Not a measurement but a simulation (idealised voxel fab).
Presented below is a process module, voxel wiring stack.
170 nm wide, 5 nm square cells: that's cross-section cut.
Think of the cross-section as a grid of square cells. We describe it in bands, top to bottom, and each band covers one or more rows of those cells.
Top, bottom (nm), then materials left to right with widths (nm); lone material tagged "everywhere" fills the whole band edge to edge; "blank" = empty space.
Basically, 0 is our baseline, since under it the wafer straight out of the box is all one material. The bottom band has no lower end and keeps on going down, so it looks like "0 and below".
Quick explanation for "30 to 40": the width changes in equal steps down the rows of cells, from the first number in the band's top row to the second number in its bottom row.
Reading "nothing was modified" for a step: not a cell of the cross-section changed in it.
What "Closed internal voids" gives you is every empty space of 8 cells or more that is cut off from the top. Each appears as width x height at distance, with the distance taken from the left edge and width, height and distance all in nm.
Step line, after settings: the simulator's comment on this step.
overlay nm: mask offset rightward from planned place, masked step; negative means leftward offset.
### Below is the list of planned process steps
- 1: RECEIVE with material Si
- 2: CONFORMAL_DEP with material SiO2, thk nm 15
- 3: DIRECTIONAL_DEP with material TiN, thk nm 5
- 4: DIRECTIONAL_DEP with material W, thk nm 15
- 5: DIRECTIONAL_DEP with material aC, thk nm 15
- 6: PATTERN with tone cover, mask id METAL_1, material resist, width nm 25, pitch nm 40, thk nm 35, overlay nm 0
- 7: DIRECTIONAL_ETCH with etch materials aC, depth nm 15
- 8: STRIP with etch materials resist
- 9: DIRECTIONAL_ETCH with etch materials W, depth nm 15
- 10: DIRECTIONAL_ETCH with etch materials TiN, depth nm 5
- 11: STRIP with etch materials aC
- 12: CONFORMAL_DEP with material SiN, thk nm 5
- 13: FILL_DEP with material SiO2, thk nm 5
- 14: CMP with height nm 35
- 15: CONFORMAL_DEP with material SiCN, thk nm 5
- 16: DIRECTIONAL_DEP with material SiO2, thk nm 25
- 17: DIRECTIONAL_DEP with material aC, thk nm 15
- 18: PATTERN with tone open, mask id METAL_2, material resist, width nm 25, pitch nm 40, thk nm 30, overlay nm 0
- 19: DIRECTIONAL_ETCH with etch materials aC, depth nm 15
- 20: STRIP with etch materials resist
- 21: DIRECTIONAL_ETCH with etch materials SiO2, depth nm 15
- 22: STRIP with etch materials aC
- 23: DIRECTIONAL_DEP with material aC, thk nm 10
- 24: PATTERN with tone open, mask id METAL_2_HOLES, material resist, width nm 15, pitch nm 80, thk nm 30, overlay nm 0
- 25: DIRECTIONAL_ETCH with etch materials aC, depth nm 10
- 26: STRIP with etch materials resist
- 27: DIRECTIONAL_ETCH with etch materials SiO2, depth nm 10
- 28: DIRECTIONAL_ETCH with etch materials SiCN, depth nm 5
- 29: STRIP with etch materials aC
- 30: CONFORMAL_DEP with material TiN, thk nm 5
- 31: FILL_DEP with material Cu, thk nm 5
- 32: CMP with height nm 65
- 33: CONFORMAL_DEP with material SiCN, thk nm 5
- 34: DIRECTIONAL_DEP with material lowk, thk nm 25
- 35: MASKED_ETCH with tone open, mask id METAL_3, width nm 25, pitch nm 40, etch materials lowk, depth nm 15, overlay nm 0
- 36: MASKED_ETCH with tone open, mask id METAL_3_HOLES, width nm 15, pitch nm 40, etch materials lowk, depth nm 10, overlay nm 0
- 37: MASKED_ETCH with tone open, mask id METAL_3_HOLES, width nm 15, pitch nm 40, etch materials SiCN, depth nm 5, overlay nm 0
- 38: CONFORMAL_DEP with material TiN, thk nm 5
- 39: FILL_DEP with material Cu, thk nm 10
- 40: CMP with height nm 95
- 41: CONFORMAL_DEP with material SiN, thk nm 5
### First wafer, two in total, run as planned
### Delivered wafer in cross-section: state after step 1
* 0 and below | Si everywhere
* Closed internal voids: none
### Wafer xsec, post step 2
* 15 down to 0 | SiO2 everywhere
* Rest of section, below 0: as before.
### Wafer xsec, post step 3
* 20 down to 15 | TiN everywhere
* Rest of section, below 15: as before.
### Wafer xsec, post step 4
* 35 down to 20 | W everywhere
* Rest of section, below 20: as before.
### Wafer xsec, post step 5
* 50 down to 35 | aC everywhere
* Rest of section, below 35: as before.
### Wafer xsec, post step 6
* 85 down to 50 | blank (30) | resist (25) | blank (15) | resist (25) | blank (15) | resist (25) | blank (35)
* Rest of section, below 50: as before.
### Wafer xsec, post step 7
* 70 down to 50 | blank (30) | resist (25) | blank (15) | resist (25) | blank (15) | resist (25) | blank (35)
* 50 down to 35 | blank (30) | aC (25) | blank (15) | aC (25) | blank (15) | aC (25) | blank (35)
* Rest of section, below 35: as before.
### Wafer xsec, post step 8
* 50 down to 35 | blank (30) | aC (25) | blank (15) | aC (25) | blank (15) | aC (25) | blank (35)
* Rest of section, below 35: as before.
### Wafer xsec, post step 9
* 50 down to 35 | blank (30) | aC (25) | blank (15) | aC (25) | blank (15) | aC (25) | blank (35)
* 35 down to 20 | blank (30) | W (25) | blank (15) | W (25) | blank (15) | W (25) | blank (35)
* Rest of section, below 20: as before.
### Wafer xsec, post step 10
* 50 down to 35 | blank (30) | aC (25) | blank (15) | aC (25) | blank (15) | aC (25) | blank (35)
* 35 down to 20 | blank (30) | W (25) | blank (15) | W (25) | blank (15) | W (25) | blank (35)
* 20 down to 15 | blank (30) | TiN (25) | blank (15) | TiN (25) | blank (15) | TiN (25) | blank (35)
* Rest of section, below 15: as before.
### Wafer xsec, post step 11
* 35 down to 20 | blank (30) | W (25) | blank (15) | W (25) | blank (15) | W (25) | blank (35)
* Rest of section, below 20: as before.
### Wafer xsec, post step 12
* 40 down to 35 | blank (25) | SiN (35) | blank (5) | SiN (35) | blank (5) | SiN (35) | blank (30)
* 35 down to 20 | blank (25) | SiN (5) | W (25) | SiN (5) | blank (5) | SiN (5) | W (25) | SiN (5) | blank (5) | SiN (5) | W (25) | SiN (5) | blank (30)
* 20 down to 15 | SiN (30) | TiN (25) | SiN (15) | TiN (25) | SiN (15) | TiN (25) | SiN (35)
* Rest of section, below 15: as before.
### Wafer xsec, post step 13
* 45 down to 40 | SiO2 everywhere
* 40 down to 35 | SiO2 (25) | SiN (35) | SiO2 (5) | SiN (35) | SiO2 (5) | SiN (35) | SiO2 (30)
* 35 down to 20 | SiO2 (25) | SiN (5) | W (25) | SiN (5) | SiO2 (5) | SiN (5) | W (25) | SiN (5) | SiO2 (5) | SiN (5) | W (25) | SiN (5) | SiO2 (30)
* Rest of section, below 20: as before.
### Wafer xsec, post step 14
* 35 down to 20 | SiO2 (25) | SiN (5) | W (25) | SiN (5) | SiO2 (5) | SiN (5) | W (25) | SiN (5) | SiO2 (5) | SiN (5) | W (25) | SiN (5) | SiO2 (30)
* Rest of section, below 20: as before.
### Wafer xsec, post step 15
* 40 down to 35 | SiCN everywhere
* Rest of section, below 35: as before.
### Wafer xsec, post step 16
* 65 down to 40 | SiO2 everywhere
* Rest of section, below 40: as before.
### Wafer xsec, post step 17
* 80 down to 65 | aC everywhere
* Rest of section, below 65: as before.
### Wafer xsec, post step 18
* 110 down to 80 | resist (30) | blank (25) | resist (15) | blank (25) | resist (15) | blank (25) | resist (35)
* Rest of section, below 80: as before.
### Wafer xsec, post step 19
* 95 down to 80 | resist (30) | blank (25) | resist (15) | blank (25) | resist (15) | blank (25) | resist (35)
* 80 down to 65 | aC (30) | blank (25) | aC (15) | blank (25) | aC (15) | blank (25) | aC (35)
* Rest of section, below 65: as before.
### Wafer xsec, post step 20
* 80 down to 65 | aC (30) | blank (25) | aC (15) | blank (25) | aC (15) | blank (25) | aC (35)
* Rest of section, below 65: as before.
### Wafer xsec, post step 21
* 80 down to 65 | aC (30) | blank (25) | aC (15) | blank (25) | aC (15) | blank (25) | aC (35)
* 65 down to 50 | SiO2 (30) | blank (25) | SiO2 (15) | blank (25) | SiO2 (15) | blank (25) | SiO2 (35)
* Rest of section, below 50: as before.
### Wafer xsec, post step 22
* 65 down to 50 | SiO2 (30) | blank (25) | SiO2 (15) | blank (25) | SiO2 (15) | blank (25) | SiO2 (35)
* Rest of section, below 50: as before.
### Wafer xsec, post step 23
* 75 down to 65 | aC (30) | blank (25) | aC (15) | blank (25) | aC (15) | blank (25) | aC (35)
* 65 down to 60 | SiO2 (30) | blank (25) | SiO2 (15) | blank (25) | SiO2 (15) | blank (25) | SiO2 (35)
* 60 down to 50 | SiO2 (30) | aC (25) | SiO2 (15) | aC (25) | SiO2 (15) | aC (25) | SiO2 (35)
* Rest of section, below 50: as before.
### Wafer xsec, post step 24
* 105 down to 75 | resist (30) | blank (15) | resist (65) | blank (15) | resist (45)
* 75 down to 65 | aC (30) | blank (15) | resist (10) | aC (15) | resist (25) | aC (15) | blank (15) | resist (10) | aC (35)
* 65 down to 60 | SiO2 (30) | blank (15) | resist (10) | SiO2 (15) | resist (25) | SiO2 (15) | blank (15) | resist (10) | SiO2 (35)
* Rest of section, below 60: as before.
### Wafer xsec, post step 25
* 95 down to 75 | resist (30) | blank (15) | resist (65) | blank (15) | resist (45)
* 75 down to 65 | aC (30) | blank (15) | resist (10) | aC (15) | resist (25) | aC (15) | blank (15) | resist (10) | aC (35)
* 65 down to 60 | SiO2 (30) | blank (15) | resist (10) | SiO2 (15) | resist (25) | SiO2 (15) | blank (15) | resist (10) | SiO2 (35)
* 60 down to 50 | SiO2 (30) | blank (15) | aC (10) | SiO2 (15) | aC (25) | SiO2 (15) | blank (15) | aC (10) | SiO2 (35)
* Rest of section, below 50: as before.
### Wafer xsec, post step 26
* 75 down to 65 | aC (30) | blank (25) | aC (15) | blank (25) | aC (15) | blank (25) | aC (35)
* 65 down to 60 | SiO2 (30) | blank (25) | SiO2 (15) | blank (25) | SiO2 (15) | blank (25) | SiO2 (35)
* Rest of section, below 60: as before.
### Wafer xsec, post step 27
* 75 down to 65 | aC (30) | blank (25) | aC (15) | blank (25) | aC (15) | blank (25) | aC (35)
* 65 down to 60 | SiO2 (30) | blank (25) | SiO2 (15) | blank (25) | SiO2 (15) | blank (25) | SiO2 (35)
* 60 down to 50 | SiO2 (30) | blank (15) | aC (10) | SiO2 (15) | aC (25) | SiO2 (15) | blank (15) | aC (10) | SiO2 (35)
* 50 down to 40 | SiO2 (30) | blank (15) | SiO2 (65) | blank (15) | SiO2 (45)
* Rest of section, below 40: as before.
### Wafer xsec, post step 28
* 75 down to 65 | aC (30) | blank (25) | aC (15) | blank (25) | aC (15) | blank (25) | aC (35)
* 65 down to 60 | SiO2 (30) | blank (25) | SiO2 (15) | blank (25) | SiO2 (15) | blank (25) | SiO2 (35)
* 60 down to 50 | SiO2 (30) | blank (15) | aC (10) | SiO2 (15) | aC (25) | SiO2 (15) | blank (15) | aC (10) | SiO2 (35)
* 50 down to 40 | SiO2 (30) | blank (15) | SiO2 (65) | blank (15) | SiO2 (45)
* 40 down to 35 | SiCN (30) | blank (15) | SiCN (65) | blank (15) | SiCN (45)
* Rest of section, below 35: as before.
### Wafer xsec, post step 29
* 65 down to 50 | SiO2 (30) | blank (25) | SiO2 (15) | blank (25) | SiO2 (15) | blank (25) | SiO2 (35)
* Rest of section, below 50: as before.
### Wafer xsec, post step 30
* 70 down to 65 | TiN (35) | blank (15) | TiN (25) | blank (15) | TiN (25) | blank (15) | TiN (40)
* 65 down to 55 | SiO2 (30) | TiN (5) | blank (15) | TiN (5) | SiO2 (15) | TiN (5) | blank (15) | TiN (5) | SiO2 (15) | TiN (5) | blank (15) | TiN (5) | SiO2 (35)
* 55 down to 50 | SiO2 (30) | TiN (5) | blank (5) | TiN (15) | SiO2 (15) | TiN (25) | SiO2 (15) | TiN (5) | blank (5) | TiN (15) | SiO2 (35)
* 50 down to 40 | SiO2 (30) | TiN (5) | blank (5) | TiN (5) | SiO2 (65) | TiN (5) | blank (5) | TiN (5) | SiO2 (45)
* 40 down to 35 | SiCN (30) | TiN (15) | SiCN (65) | TiN (15) | SiCN (45)
* Rest of section, below 35: as before.
### Wafer xsec, post step 31
* 75 down to 70 | Cu everywhere
* 70 down to 65 | TiN (35) | Cu (15) | TiN (25) | Cu (15) | TiN (25) | Cu (15) | TiN (40)
* 65 down to 55 | SiO2 (30) | TiN (5) | Cu (15) | TiN (5) | SiO2 (15) | TiN (5) | Cu (15) | TiN (5) | SiO2 (15) | TiN (5) | Cu (15) | TiN (5) | SiO2 (35)
* 55 down to 50 | SiO2 (30) | TiN (5) | Cu (5) | TiN (15) | SiO2 (15) | TiN (25) | SiO2 (15) | TiN (5) | Cu (5) | TiN (15) | SiO2 (35)
* 50 down to 40 | SiO2 (30) | TiN (5) | Cu (5) | TiN (5) | SiO2 (65) | TiN (5) | Cu (5) | TiN (5) | SiO2 (45)
* Rest of section, below 40: as before.
### Wafer xsec, post step 32
* 65 down to 55 | SiO2 (30) | TiN (5) | Cu (15) | TiN (5) | SiO2 (15) | TiN (5) | Cu (15) | TiN (5) | SiO2 (15) | TiN (5) | Cu (15) | TiN (5) | SiO2 (35)
* Rest of section, below 55: as before.
### Wafer xsec, post step 33
* 70 down to 65 | SiCN everywhere
* Rest of section, below 65: as before.
### Wafer xsec, post step 34
* 95 down to 70 | lowk everywhere
* Rest of section, below 70: as before.
### Wafer xsec, post step 35
* 95 down to 80 | lowk (30) | blank (25) | lowk (15) | blank (25) | lowk (15) | blank (25) | lowk (35)
* Rest of section, below 80: as before.
### Wafer xsec, post step 36
* 95 down to 80 | lowk (30) | blank (25) | lowk (15) | blank (25) | lowk (15) | blank (25) | lowk (35)
* 80 down to 70 | lowk (30) | blank (15) | lowk (25) | blank (15) | lowk (25) | blank (15) | lowk (45)
* Rest of section, below 70: as before.
### Wafer xsec, post step 37
* 95 down to 80 | lowk (30) | blank (25) | lowk (15) | blank (25) | lowk (15) | blank (25) | lowk (35)
* 80 down to 70 | lowk (30) | blank (15) | lowk (25) | blank (15) | lowk (25) | blank (15) | lowk (45)
* 70 down to 65 | SiCN (30) | blank (15) | SiCN (25) | blank (15) | SiCN (25) | blank (15) | SiCN (45)
* Rest of section, below 65: as before.
### Wafer xsec, post step 38
* 100 down to 95 | TiN (35) | blank (15) | TiN (25) | blank (15) | TiN (25) | blank (15) | TiN (40)
* 95 down to 85 | lowk (30) | TiN (5) | blank (15) | TiN (5) | lowk (15) | TiN (5) | blank (15) | TiN (5) | lowk (15) | TiN (5) | blank (15) | TiN (5) | lowk (35)
* 85 down to 80 | lowk (30) | TiN (5) | blank (5) | TiN (15) | lowk (15) | TiN (5) | blank (5) | TiN (15) | lowk (15) | TiN (5) | blank (5) | TiN (15) | lowk (35)
* 80 down to 70 | lowk (30) | TiN (5) | blank (5) | TiN (5) | lowk (25) | TiN (5) | blank (5) | TiN (5) | lowk (25) | TiN (5) | blank (5) | TiN (5) | lowk (45)
* 70 down to 65 | SiCN (30) | TiN (15) | SiCN (25) | TiN (15) | SiCN (25) | TiN (15) | SiCN (45)
* Rest of section, below 65: as before.
### Wafer xsec, post step 39
* 110 down to 100 | Cu everywhere
* 100 down to 95 | TiN (35) | Cu (15) | TiN (25) | Cu (15) | TiN (25) | Cu (15) | TiN (40)
* 95 down to 85 | lowk (30) | TiN (5) | Cu (15) | TiN (5) | lowk (15) | TiN (5) | Cu (15) | TiN (5) | lowk (15) | TiN (5) | Cu (15) | TiN (5) | lowk (35)
* 85 down to 80 | lowk (30) | TiN (5) | Cu (5) | TiN (15) | lowk (15) | TiN (5) | Cu (5) | TiN (15) | lowk (15) | TiN (5) | Cu (5) | TiN (15) | lowk (35)
* 80 down to 70 | lowk (30) | TiN (5) | Cu (5) | TiN (5) | lowk (25) | TiN (5) | Cu (5) | TiN (5) | lowk (25) | TiN (5) | Cu (5) | TiN (5) | lowk (45)
* Rest of section, below 70: as before.
### Wafer xsec, post step 40
* 95 down to 85 | lowk (30) | TiN (5) | Cu (15) | TiN (5) | lowk (15) | TiN (5) | Cu (15) | TiN (5) | lowk (15) | TiN (5) | Cu (15) | TiN (5) | lowk (35)
* Rest of section, below 85: as before.
### Wafer xsec, post step 41
* 100 down to 95 | SiN everywhere
* Rest of section, below 95: as before.
### Second wafer - shared start and plan with the first - one error in running - same as the first up to step 1 inclusive
### Cross-section: second wafer, time at which step 2 was scheduled to end
* 30 down to 0 | SiO2 everywhere
* Rest of section, below 0: as before.
### Cross-section: second wafer, time at which step 3 was scheduled to end
* 35 down to 30 | TiN everywhere
* Rest of section, below 30: as before.
### Cross-section: second wafer, time at which step 4 was scheduled to end
* 50 down to 35 | W everywhere
* Rest of section, below 35: as before.
### Cross-section: second wafer, time at which step 5 was scheduled to end
* 65 down to 50 | aC everywhere
* Rest of section, below 50: as before.
### Cross-section: second wafer, time at which step 6 was scheduled to end
* 100 down to 65 | blank (30) | resist (25) | blank (15) | resist (25) | blank (15) | resist (25) | blank (35)
* Rest of section, below 65: as before.
### Cross-section: second wafer, time at which step 7 was scheduled to end
* 85 down to 65 | blank (30) | resist (25) | blank (15) | resist (25) | blank (15) | resist (25) | blank (35)
* 65 down to 50 | blank (30) | aC (25) | blank (15) | aC (25) | blank (15) | aC (25) | blank (35)
* Rest of section, below 50: as before.
### Cross-section: second wafer, time at which step 8 was scheduled to end
* 65 down to 50 | blank (30) | aC (25) | blank (15) | aC (25) | blank (15) | aC (25) | blank (35)
* Rest of section, below 50: as before.
### Cross-section: second wafer, time at which step 9 was scheduled to end
* 65 down to 50 | blank (30) | aC (25) | blank (15) | aC (25) | blank (15) | aC (25) | blank (35)
* 50 down to 35 | blank (30) | W (25) | blank (15) | W (25) | blank (15) | W (25) | blank (35)
* Rest of section, below 35: as before.
### Cross-section: second wafer, time at which step 10 was scheduled to end
* 65 down to 50 | blank (30) | aC (25) | blank (15) | aC (25) | blank (15) | aC (25) | blank (35)
* 50 down to 35 | blank (30) | W (25) | blank (15) | W (25) | blank (15) | W (25) | blank (35)
* 35 down to 30 | blank (30) | TiN (25) | blank (15) | TiN (25) | blank (15) | TiN (25) | blank (35)
* Rest of section, below 30: as before.
### Cross-section: second wafer, time at which step 11 was scheduled to end
* 50 down to 35 | blank (30) | W (25) | blank (15) | W (25) | blank (15) | W (25) | blank (35)
* Rest of section, below 35: as before.
### Cross-section: second wafer, time at which step 12 was scheduled to end
* 55 down to 50 | blank (25) | SiN (35) | blank (5) | SiN (35) | blank (5) | SiN (35) | blank (30)
* 50 down to 35 | blank (25) | SiN (5) | W (25) | SiN (5) | blank (5) | SiN (5) | W (25) | SiN (5) | blank (5) | SiN (5) | W (25) | SiN (5) | blank (30)
* 35 down to 30 | SiN (30) | TiN (25) | SiN (15) | TiN (25) | SiN (15) | TiN (25) | SiN (35)
* Rest of section, below 30: as before.
### Cross-section: second wafer, time at which step 13 was scheduled to end
* 60 down to 55 | SiO2 everywhere
* 55 down to 50 | SiO2 (25) | SiN (35) | SiO2 (5) | SiN (35) | SiO2 (5) | SiN (35) | SiO2 (30)
* 50 down to 35 | SiO2 (25) | SiN (5) | W (25) | SiN (5) | SiO2 (5) | SiN (5) | W (25) | SiN (5) | SiO2 (5) | SiN (5) | W (25) | SiN (5) | SiO2 (30)
* Rest of section, below 35: as before.
### Cross-section: second wafer, time at which step 14 was scheduled to end
* 35 down to 30 | SiN (30) | TiN (25) | SiN (15) | TiN (25) | SiN (15) | TiN (25) | SiN (35)
* Rest of section, below 30: as before.
### Cross-section: second wafer, time at which step 15 was scheduled to end
* 40 down to 35 | SiCN everywhere
* Rest of section, below 35: as before.
### Cross-section: second wafer, time at which step 16 was scheduled to end
* 65 down to 40 | SiO2 everywhere
* Rest of section, below 40: as before.
### Cross-section: second wafer, time at which step 17 was scheduled to end
* 80 down to 65 | aC everywhere
* Rest of section, below 65: as before.
### Cross-section: second wafer, time at which step 18 was scheduled to end
* 110 down to 80 | resist (30) | blank (25) | resist (15) | blank (25) | resist (15) | blank (25) | resist (35)
* Rest of section, below 80: as before.
### Cross-section: second wafer, time at which step 19 was scheduled to end
* 95 down to 80 | resist (30) | blank (25) | resist (15) | blank (25) | resist (15) | blank (25) | resist (35)
* 80 down to 65 | aC (30) | blank (25) | aC (15) | blank (25) | aC (15) | blank (25) | aC (35)
* Rest of section, below 65: as before.
### Cross-section: second wafer, time at which step 20 was scheduled to end
* 80 down to 65 | aC (30) | blank (25) | aC (15) | blank (25) | aC (15) | blank (25) | aC (35)
* Rest of section, below 65: as before.
### Cross-section: second wafer, time at which step 21 was scheduled to end
* 80 down to 65 | aC (30) | blank (25) | aC (15) | blank (25) | aC (15) | blank (25) | aC (35)
* 65 down to 50 | SiO2 (30) | blank (25) | SiO2 (15) | blank (25) | SiO2 (15) | blank (25) | SiO2 (35)
* Rest of section, below 50: as before.
### Cross-section: second wafer, time at which step 22 was scheduled to end
* 65 down to 50 | SiO2 (30) | blank (25) | SiO2 (15) | blank (25) | SiO2 (15) | blank (25) | SiO2 (35)
* Rest of section, below 50: as before.
### Cross-section: second wafer, time at which step 23 was scheduled to end
* 75 down to 65 | aC (30) | blank (25) | aC (15) | blank (25) | aC (15) | blank (25) | aC (35)
* 65 down to 60 | SiO2 (30) | blank (25) | SiO2 (15) | blank (25) | SiO2 (15) | blank (25) | SiO2 (35)
* 60 down to 50 | SiO2 (30) | aC (25) | SiO2 (15) | aC (25) | SiO2 (15) | aC (25) | SiO2 (35)
* Rest of section, below 50: as before.
### Cross-section: second wafer, time at which step 24 was scheduled to end
* 105 down to 75 | resist (30) | blank (15) | resist (65) | blank (15) | resist (45)
* 75 down to 65 | aC (30) | blank (15) | resist (10) | aC (15) | resist (25) | aC (15) | blank (15) | resist (10) | aC (35)
* 65 down to 60 | SiO2 (30) | blank (15) | resist (10) | SiO2 (15) | resist (25) | SiO2 (15) | blank (15) | resist (10) | SiO2 (35)
* Rest of section, below 60: as before.
### Cross-section: second wafer, time at which step 25 was scheduled to end
* 95 down to 75 | resist (30) | blank (15) | resist (65) | blank (15) | resist (45)
* 75 down to 65 | aC (30) | blank (15) | resist (10) | aC (15) | resist (25) | aC (15) | blank (15) | resist (10) | aC (35)
* 65 down to 60 | SiO2 (30) | blank (15) | resist (10) | SiO2 (15) | resist (25) | SiO2 (15) | blank (15) | resist (10) | SiO2 (35)
* 60 down to 50 | SiO2 (30) | blank (15) | aC (10) | SiO2 (15) | aC (25) | SiO2 (15) | blank (15) | aC (10) | SiO2 (35)
* Rest of section, below 50: as before.
### Cross-section: second wafer, time at which step 26 was scheduled to end
* 75 down to 65 | aC (30) | blank (25) | aC (15) | blank (25) | aC (15) | blank (25) | aC (35)
* 65 down to 60 | SiO2 (30) | blank (25) | SiO2 (15) | blank (25) | SiO2 (15) | blank (25) | SiO2 (35)
* Rest of section, below 60: as before.
### Cross-section: second wafer, time at which step 27 was scheduled to end
* 75 down to 65 | aC (30) | blank (25) | aC (15) | blank (25) | aC (15) | blank (25) | aC (35)
* 65 down to 60 | SiO2 (30) | blank (25) | SiO2 (15) | blank (25) | SiO2 (15) | blank (25) | SiO2 (35)
* 60 down to 50 | SiO2 (30) | blank (15) | aC (10) | SiO2 (15) | aC (25) | SiO2 (15) | blank (15) | aC (10) | SiO2 (35)
* 50 down to 40 | SiO2 (30) | blank (15) | SiO2 (65) | blank (15) | SiO2 (45)
* Rest of section, below 40: as before.
### Cross-section: second wafer, time at which step 28 was scheduled to end
* 75 down to 65 | aC (30) | blank (25) | aC (15) | blank (25) | aC (15) | blank (25) | aC (35)
* 65 down to 60 | SiO2 (30) | blank (25) | SiO2 (15) | blank (25) | SiO2 (15) | blank (25) | SiO2 (35)
* 60 down to 50 | SiO2 (30) | blank (15) | aC (10) | SiO2 (15) | aC (25) | SiO2 (15) | blank (15) | aC (10) | SiO2 (35)
* 50 down to 40 | SiO2 (30) | blank (15) | SiO2 (65) | blank (15) | SiO2 (45)
* 40 down to 35 | SiCN (30) | blank (15) | SiCN (65) | blank (15) | SiCN (45)
* Rest of section, below 35: as before.
### Cross-section: second wafer, time at which step 29 was scheduled to end
* 65 down to 50 | SiO2 (30) | blank (25) | SiO2 (15) | blank (25) | SiO2 (15) | blank (25) | SiO2 (35)
* Rest of section, below 50: as before.
### Cross-section: second wafer, time at which step 30 was scheduled to end
* 70 down to 65 | TiN (35) | blank (15) | TiN (25) | blank (15) | TiN (25) | blank (15) | TiN (40)
* 65 down to 55 | SiO2 (30) | TiN (5) | blank (15) | TiN (5) | SiO2 (15) | TiN (5) | blank (15) | TiN (5) | SiO2 (15) | TiN (5) | blank (15) | TiN (5) | SiO2 (35)
* 55 down to 50 | SiO2 (30) | TiN (5) | blank (5) | TiN (15) | SiO2 (15) | TiN (25) | SiO2 (15) | TiN (5) | blank (5) | TiN (15) | SiO2 (35)
* 50 down to 40 | SiO2 (30) | TiN (5) | blank (5) | TiN (5) | SiO2 (65) | TiN (5) | blank (5) | TiN (5) | SiO2 (45)
* 40 down to 35 | SiCN (30) | TiN (15) | SiCN (65) | TiN (15) | SiCN (45)
* Rest of section, below 35: as before.
### Cross-section: second wafer, time at which step 31 was scheduled to end
* 75 down to 70 | Cu everywhere
* 70 down to 65 | TiN (35) | Cu (15) | TiN (25) | Cu (15) | TiN (25) | Cu (15) | TiN (40)
* 65 down to 55 | SiO2 (30) | TiN (5) | Cu (15) | TiN (5) | SiO2 (15) | TiN (5) | Cu (15) | TiN (5) | SiO2 (15) | TiN (5) | Cu (15) | TiN (5) | SiO2 (35)
* 55 down to 50 | SiO2 (30) | TiN (5) | Cu (5) | TiN (15) | SiO2 (15) | TiN (25) | SiO2 (15) | TiN (5) | Cu (5) | TiN (15) | SiO2 (35)
* 50 down to 40 | SiO2 (30) | TiN (5) | Cu (5) | TiN (5) | SiO2 (65) | TiN (5) | Cu (5) | TiN (5) | SiO2 (45)
* Rest of section, below 40: as before.
### Cross-section: second wafer, time at which step 32 was scheduled to end
* 65 down to 55 | SiO2 (30) | TiN (5) | Cu (15) | TiN (5) | SiO2 (15) | TiN (5) | Cu (15) | TiN (5) | SiO2 (15) | TiN (5) | Cu (15) | TiN (5) | SiO2 (35)
* Rest of section, below 55: as before.
### Cross-section: second wafer, time at which step 33 was scheduled to end
* 70 down to 65 | SiCN everywhere
* Rest of section, below 65: as before.
### Cross-section: second wafer, time at which step 34 was scheduled to end
* 95 down to 70 | lowk everywhere
* Rest of section, below 70: as before.
### Cross-section: second wafer, time at which step 35 was scheduled to end
* 95 down to 80 | lowk (30) | blank (25) | lowk (15) | blank (25) | lowk (15) | blank (25) | lowk (35)
* Rest of section, below 80: as before.
### Cross-section: second wafer, time at which step 36 was scheduled to end
* 95 down to 80 | lowk (30) | blank (25) | lowk (15) | blank (25) | lowk (15) | blank (25) | lowk (35)
* 80 down to 70 | lowk (30) | blank (15) | lowk (25) | blank (15) | lowk (25) | blank (15) | lowk (45)
* Rest of section, below 70: as before.
### Cross-section: second wafer, time at which step 37 was scheduled to end
* 95 down to 80 | lowk (30) | blank (25) | lowk (15) | blank (25) | lowk (15) | blank (25) | lowk (35)
* 80 down to 70 | lowk (30) | blank (15) | lowk (25) | blank (15) | lowk (25) | blank (15) | lowk (45)
* 70 down to 65 | SiCN (30) | blank (15) | SiCN (25) | blank (15) | SiCN (25) | blank (15) | SiCN (45)
* Rest of section, below 65: as before.
### Cross-section: second wafer, time at which step 38 was scheduled to end
* 100 down to 95 | TiN (35) | blank (15) | TiN (25) | blank (15) | TiN (25) | blank (15) | TiN (40)
* 95 down to 85 | lowk (30) | TiN (5) | blank (15) | TiN (5) | lowk (15) | TiN (5) | blank (15) | TiN (5) | lowk (15) | TiN (5) | blank (15) | TiN (5) | lowk (35)
* 85 down to 80 | lowk (30) | TiN (5) | blank (5) | TiN (15) | lowk (15) | TiN (5) | blank (5) | TiN (15) | lowk (15) | TiN (5) | blank (5) | TiN (15) | lowk (35)
* 80 down to 70 | lowk (30) | TiN (5) | blank (5) | TiN (5) | lowk (25) | TiN (5) | blank (5) | TiN (5) | lowk (25) | TiN (5) | blank (5) | TiN (5) | lowk (45)
* 70 down to 65 | SiCN (30) | TiN (15) | SiCN (25) | TiN (15) | SiCN (25) | TiN (15) | SiCN (45)
* Rest of section, below 65: as before.
### Cross-section: second wafer, time at which step 39 was scheduled to end
* 110 down to 100 | Cu everywhere
* 100 down to 95 | TiN (35) | Cu (15) | TiN (25) | Cu (15) | TiN (25) | Cu (15) | TiN (40)
* 95 down to 85 | lowk (30) | TiN (5) | Cu (15) | TiN (5) | lowk (15) | TiN (5) | Cu (15) | TiN (5) | lowk (15) | TiN (5) | Cu (15) | TiN (5) | lowk (35)
* 85 down to 80 | lowk (30) | TiN (5) | Cu (5) | TiN (15) | lowk (15) | TiN (5) | Cu (5) | TiN (15) | lowk (15) | TiN (5) | Cu (5) | TiN (15) | lowk (35)
* 80 down to 70 | lowk (30) | TiN (5) | Cu (5) | TiN (5) | lowk (25) | TiN (5) | Cu (5) | TiN (5) | lowk (25) | TiN (5) | Cu (5) | TiN (5) | lowk (45)
* Rest of section, below 70: as before.
### Cross-section: second wafer, time at which step 40 was scheduled to end
* 95 down to 85 | lowk (30) | TiN (5) | Cu (15) | TiN (5) | lowk (15) | TiN (5) | Cu (15) | TiN (5) | lowk (15) | TiN (5) | Cu (15) | TiN (5) | lowk (35)
* Rest of section, below 85: as before.
### Cross-section: second wafer, time at which step 41 was scheduled to end
* 100 down to 95 | SiN everywhere
* Rest of section, below 95: as before.
Misprocessing identified: plan step 2 was twice executed
At the finish, the second wafer shows more or fewer cells for some materials than the first does: SiN -18 | SiO2 +63 | W -45
